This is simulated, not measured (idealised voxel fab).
This section sets out a process module, namely voxel tone inversion.
It is cross-section cut that appears here, measuring 240 nm in width, its square cells being 5 nm in size.
When this document writes out a cross-section, it uses a grid of square cells and lists it as bands, beginning at the top and moving down, with a band standing for one or more rows of cells. A band entry consists of two parts. The first gives the height of the band's top and the height of its bottom, in nm. The rest lists the band's materials from left to right, each with its width in nm. A single material labelled with the word "all across" fills the band from edge to edge, and the word "empty" marks empty space. Height reference: 0 = level under which incoming wafer is all one material. Lowest band: no bottom, runs on downward, e.g. "0 and below". A two-number width, for instance "30 to 40", indicates that the width is equal to the first number in the top row of the band and to the second number in the bottom row, and that it changes by a constant amount per row of cells. Step note "nothing altered" = no cross-section cell changed. Voids lacking openings: empty space of 8 cells or more with no open way to the top, each as width x height at its distance from the left edge, in nm. Heads up: the bit after the settings on a step's line is the simulator's remark on that step. overlay nm: for a step with a mask, the amount by which the mask lay right of where it was planned; a negative amount means left of it.
Planned step list for the process:
- 1: RECEIVE, material Si
- 2: CONFORMAL_DEP, material SiN, thk nm 5
- 3: DIRECTIONAL_DEP, material aC, thk nm 20
- 4: PATTERN, tone cover, mask id POSTS, material resist, width nm 15, pitch nm 45, thk nm 30, overlay nm 0
- 5: DIRECTIONAL_ETCH, etch materials aC, depth nm 20
- 6: STRIP, etch materials resist
- 7: FILL_DEP, material SiO2, thk nm 5
- 8: CMP, height nm 25
- 9: STRIP, etch materials aC
- 10: CONFORMAL_DEP, material TiN, thk nm 5
- 11: FILL_DEP, material Ru, thk nm 5
- 12: CMP, height nm 25
- 13: CONFORMAL_DEP, material SiN, thk nm 5
Account of the first of two wafers, which was processed as intended:
As-received state of the wafer in cross-section, equivalent to post-step 1:
- 0 and below | Si all across
- Voids lacking openings: none
After step 2: wafer cross-section:
- 5 down to 0 | SiN all across
- Beneath the level 0, the cross-section is identical to its previous state.
After step 3: wafer cross-section:
- 25 down to 5 | aC all across
- Beneath the level 5, the cross-section is identical to its previous state.
After step 4: wafer cross-section:
- 55 down to 25 | 45 nm empty  15 nm resist  30 nm empty  15 nm resist  30 nm empty  15 nm resist  30 nm empty  15 nm resist  45 nm empty
- Beneath the level 25, the cross-section is identical to its previous state.
After step 5: wafer cross-section:
- 35 down to 25 | 45 nm empty  15 nm resist  30 nm empty  15 nm resist  30 nm empty  15 nm resist  30 nm empty  15 nm resist  45 nm empty
- 25 down to 5 | 45 nm empty  15 nm aC  30 nm empty  15 nm aC  30 nm empty  15 nm aC  30 nm empty  15 nm aC  45 nm empty
- Beneath the level 5, the cross-section is identical to its previous state.
After step 6: wafer cross-section:
- 25 down to 5 | 45 nm empty  15 nm aC  30 nm empty  15 nm aC  30 nm empty  15 nm aC  30 nm empty  15 nm aC  45 nm empty
- Beneath the level 5, the cross-section is identical to its previous state.
After step 7: wafer cross-section:
- 30 down to 25 | SiO2 all across
- 25 down to 5 | 45 nm SiO2  15 nm aC  30 nm SiO2  15 nm aC  30 nm SiO2  15 nm aC  30 nm SiO2  15 nm aC  45 nm SiO2
- Beneath the level 5, the cross-section is identical to its previous state.
After step 8: wafer cross-section:
- 25 down to 5 | 45 nm SiO2  15 nm aC  30 nm SiO2  15 nm aC  30 nm SiO2  15 nm aC  30 nm SiO2  15 nm aC  45 nm SiO2
- Beneath the level 5, the cross-section is identical to its previous state.
After step 9: wafer cross-section:
- 25 down to 5 | 45 nm SiO2  15 nm empty  30 nm SiO2  15 nm empty  30 nm SiO2  15 nm empty  30 nm SiO2  15 nm empty  45 nm SiO2
- Beneath the level 5, the cross-section is identical to its previous state.
After step 10: wafer cross-section:
- 30 down to 25 | 50 nm TiN  5 nm empty  40 nm TiN  5 nm empty  40 nm TiN  5 nm empty  40 nm TiN  5 nm empty  50 nm TiN
- 25 down to 10 | 45 nm SiO2  5 nm TiN  5 nm empty  5 nm TiN  30 nm SiO2  5 nm TiN  5 nm empty  5 nm TiN  30 nm SiO2  5 nm TiN  5 nm empty  5 nm TiN  30 nm SiO2  5 nm TiN  5 nm empty  5 nm TiN  45 nm SiO2
- 10 down to 5 | 45 nm SiO2  15 nm TiN  30 nm SiO2  15 nm TiN  30 nm SiO2  15 nm TiN  30 nm SiO2  15 nm TiN  45 nm SiO2
- Beneath the level 5, the cross-section is identical to its previous state.
After step 11: wafer cross-section:
- 35 down to 30 | Ru all across
- 30 down to 25 | 50 nm TiN  5 nm Ru  40 nm TiN  5 nm Ru  40 nm TiN  5 nm Ru  40 nm TiN  5 nm Ru  50 nm TiN
- 25 down to 10 | 45 nm SiO2  5 nm TiN  5 nm Ru  5 nm TiN  30 nm SiO2  5 nm TiN  5 nm Ru  5 nm TiN  30 nm SiO2  5 nm TiN  5 nm Ru  5 nm TiN  30 nm SiO2  5 nm TiN  5 nm Ru  5 nm TiN  45 nm SiO2
- Beneath the level 10, the cross-section is identical to its previous state.
After step 12: wafer cross-section:
- 25 down to 10 | 45 nm SiO2  5 nm TiN  5 nm Ru  5 nm TiN  30 nm SiO2  5 nm TiN  5 nm Ru  5 nm TiN  30 nm SiO2  5 nm TiN  5 nm Ru  5 nm TiN  30 nm SiO2  5 nm TiN  5 nm Ru  5 nm TiN  45 nm SiO2
- Beneath the level 10, the cross-section is identical to its previous state.
After step 13: wafer cross-section:
- 30 down to 25 | SiN all across
- Beneath the level 25, the cross-section is identical to its previous state.
It is to be noted that the second wafer proceeded from the same initial state and according to the same plan as the first, although one mistake was committed in its execution; through step 3, inclusive, the two wafers share an identical history:
Planned end of step 4: second wafer, cross-section:
- 55 down to 25 | 55 nm empty  15 nm resist  30 nm empty  15 nm resist  30 nm empty  15 nm resist  30 nm empty  15 nm resist  35 nm empty
- Beneath the level 25, the cross-section is identical to its previous state.
Planned end of step 5: second wafer, cross-section:
- 35 down to 25 | 55 nm empty  15 nm resist  30 nm empty  15 nm resist  30 nm empty  15 nm resist  30 nm empty  15 nm resist  35 nm empty
- 25 down to 5 | 55 nm empty  15 nm aC  30 nm empty  15 nm aC  30 nm empty  15 nm aC  30 nm empty  15 nm aC  35 nm empty
- Beneath the level 5, the cross-section is identical to its previous state.
Planned end of step 6: second wafer, cross-section:
- 25 down to 5 | 55 nm empty  15 nm aC  30 nm empty  15 nm aC  30 nm empty  15 nm aC  30 nm empty  15 nm aC  35 nm empty
- Beneath the level 5, the cross-section is identical to its previous state.
Planned end of step 7: second wafer, cross-section:
- 30 down to 25 | SiO2 all across
- 25 down to 5 | 55 nm SiO2  15 nm aC  30 nm SiO2  15 nm aC  30 nm SiO2  15 nm aC  30 nm SiO2  15 nm aC  35 nm SiO2
- Beneath the level 5, the cross-section is identical to its previous state.
Planned end of step 8: second wafer, cross-section:
- 25 down to 5 | 55 nm SiO2  15 nm aC  30 nm SiO2  15 nm aC  30 nm SiO2  15 nm aC  30 nm SiO2  15 nm aC  35 nm SiO2
- Beneath the level 5, the cross-section is identical to its previous state.
Planned end of step 9: second wafer, cross-section:
- 25 down to 5 | 55 nm SiO2  15 nm empty  30 nm SiO2  15 nm empty  30 nm SiO2  15 nm empty  30 nm SiO2  15 nm empty  35 nm SiO2
- Beneath the level 5, the cross-section is identical to its previous state.
Planned end of step 10: second wafer, cross-section:
- 30 down to 25 | 60 nm TiN  5 nm empty  40 nm TiN  5 nm empty  40 nm TiN  5 nm empty  40 nm TiN  5 nm empty  40 nm TiN
- 25 down to 10 | 55 nm SiO2  5 nm TiN  5 nm empty  5 nm TiN  30 nm SiO2  5 nm TiN  5 nm empty  5 nm TiN  30 nm SiO2  5 nm TiN  5 nm empty  5 nm TiN  30 nm SiO2  5 nm TiN  5 nm empty  5 nm TiN  35 nm SiO2
- 10 down to 5 | 55 nm SiO2  15 nm TiN  30 nm SiO2  15 nm TiN  30 nm SiO2  15 nm TiN  30 nm SiO2  15 nm TiN  35 nm SiO2
- Beneath the level 5, the cross-section is identical to its previous state.
Planned end of step 11: second wafer, cross-section:
- 35 down to 30 | Ru all across
- 30 down to 25 | 60 nm TiN  5 nm Ru  40 nm TiN  5 nm Ru  40 nm TiN  5 nm Ru  40 nm TiN  5 nm Ru  40 nm TiN
- 25 down to 10 | 55 nm SiO2  5 nm TiN  5 nm Ru  5 nm TiN  30 nm SiO2  5 nm TiN  5 nm Ru  5 nm TiN  30 nm SiO2  5 nm TiN  5 nm Ru  5 nm TiN  30 nm SiO2  5 nm TiN  5 nm Ru  5 nm TiN  35 nm SiO2
- Beneath the level 10, the cross-section is identical to its previous state.
Planned end of step 12: second wafer, cross-section:
- 25 down to 10 | 55 nm SiO2  5 nm TiN  5 nm Ru  5 nm TiN  30 nm SiO2  5 nm TiN  5 nm Ru  5 nm TiN  30 nm SiO2  5 nm TiN  5 nm Ru  5 nm TiN  30 nm SiO2  5 nm TiN  5 nm Ru  5 nm TiN  35 nm SiO2
- Beneath the level 10, the cross-section is identical to its previous state.
Planned end of step 13: second wafer, cross-section:
- 30 down to 25 | SiN all across
- Beneath the level 25, the cross-section is identical to its previous state.
Finding, execution versus plan: step 4 did not use the planned setting and instead ran as PATTERN, tone cover, mask id POSTS, material resist, width nm 15, pitch nm 45, thk nm 30, overlay nm 10
So at the finish, the second wafer's got exactly as many cells of each material as the first, just not in the same spots.
